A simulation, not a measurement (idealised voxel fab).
This section sets out a process module, namely voxel air gaps.
The width of the displayed cross-section, cut, is 155 nm; its cells are square, with a size of 5 nm.
Square cells in a grid make up a cross-section in this document, and the grid is given as bands, listed from the top down, each one or more rows of cells.
The entry gives the band's vertical extent as a top height and a bottom height in nm, then its horizontal make-up as materials from left to right, each with a width in nm. "air" stands for empty space; a single material marked "full width" fills the band edge to edge.
Basically, 0 is our baseline, since under it the wafer straight out of the box is all one material. The bottom band has no lower end and keeps on going down, so it looks like "0 down".
Quick explanation for "30 to 40": the width changes in equal steps down the rows of cells, from the first number in the band's top row to the second number in its bottom row.
Any step labelled "nothing changed" changed none of the cells in the cross-section.
The entry "Enclosed voids" lists the empty spaces that cover at least 8 cells and have no open path to the top. Each is written as width x height at distance, where the distance is measured from the left edge and all three values are in nm.
Post-settings text on a step line: simulator's own remark regarding the step.
"overlay nm" denotes, for a step that has a mask, the displacement of the mask to the right of its planned place, with negative values corresponding to the left.
How should the pairs below be read? Each gives the cross-section before one process step and the cross-section after it, the latter drawn only to the lowest band that changed; the step that lies between them, with its settings, appears under the pair. Does a pair pick up where the pair above left off? Only where its entry headed "Pre-step cross-section" says so, since pairs can come from different runs of this module on the same starting wafer.

# Pre-step cross-section
	45 to 15: 20 air, 20 SiO2, 25 air, 20 SiO2, 25 air, 20 SiO2, 25 air
	15 to 10: SiN full width
	10 to 0: SiO2 full width
	0 down: Si full width
	Enclosed voids: none

# Post-Process View
	50 to 45: 15 air, 30 TiN, 15 air, 30 TiN, 15 air, 30 TiN, 20 air
	45 to 20: 15 air, 5 TiN, 20 SiO2, 5 TiN, 15 air, 5 TiN, 20 SiO2, 5 TiN, 15 air, 5 TiN, 20 SiO2, 5 TiN, 20 air
	20 to 15: 20 TiN, 20 SiO2, 25 TiN, 20 SiO2, 25 TiN, 20 SiO2, 25 TiN
	below 15: unchanged
	Enclosed voids: none
The process step separating the two cross-sections depicted above is as follows: CONFORMAL_DEP,material TiN,thk nm 5

Pre-step cross-section: same picture as after in the pair right above, so we don't repeat it.

# Post-Process View
	55 to 50: Ru full width
	50 to 45: 15 Ru, 30 TiN, 15 Ru, 30 TiN, 15 Ru, 30 TiN, 20 Ru
	45 to 20: 15 Ru, 5 TiN, 20 SiO2, 5 TiN, 15 Ru, 5 TiN, 20 SiO2, 5 TiN, 15 Ru, 5 TiN, 20 SiO2, 5 TiN, 20 Ru
	below 20: unchanged
	Enclosed voids: none
The process step separating the two cross-sections depicted above is as follows: FILL_DEP,material Ru,thk nm 5

Pre-step cross-section: same picture as after in the pair right above, so we don't repeat it.

# Post-Process View
	45 to 20: 15 Ru, 5 TiN, 20 SiO2, 5 TiN, 15 Ru, 5 TiN, 20 SiO2, 5 TiN, 15 Ru, 5 TiN, 20 SiO2, 5 TiN, 20 Ru
	below 20: unchanged
	Enclosed voids: none
The process step separating the two cross-sections depicted above is as follows: CMP,height nm 45

Pre-step cross-section: same picture as after in the pair right above, so we don't repeat it.

# Post-Process View
	55 to 45: Ru full width
	below 45: unchanged
	Enclosed voids: none
The process step separating the two cross-sections depicted above is as follows: EPI,material Ru,thk nm 10

Pre-step cross-section: same picture as after in the pair right above, so we don't repeat it.

# Post-Process View
	60 to 55: SiCN full width
	below 55: unchanged
	Enclosed voids: none
The process step separating the two cross-sections depicted above is as follows: CONFORMAL_DEP,material SiCN,thk nm 5
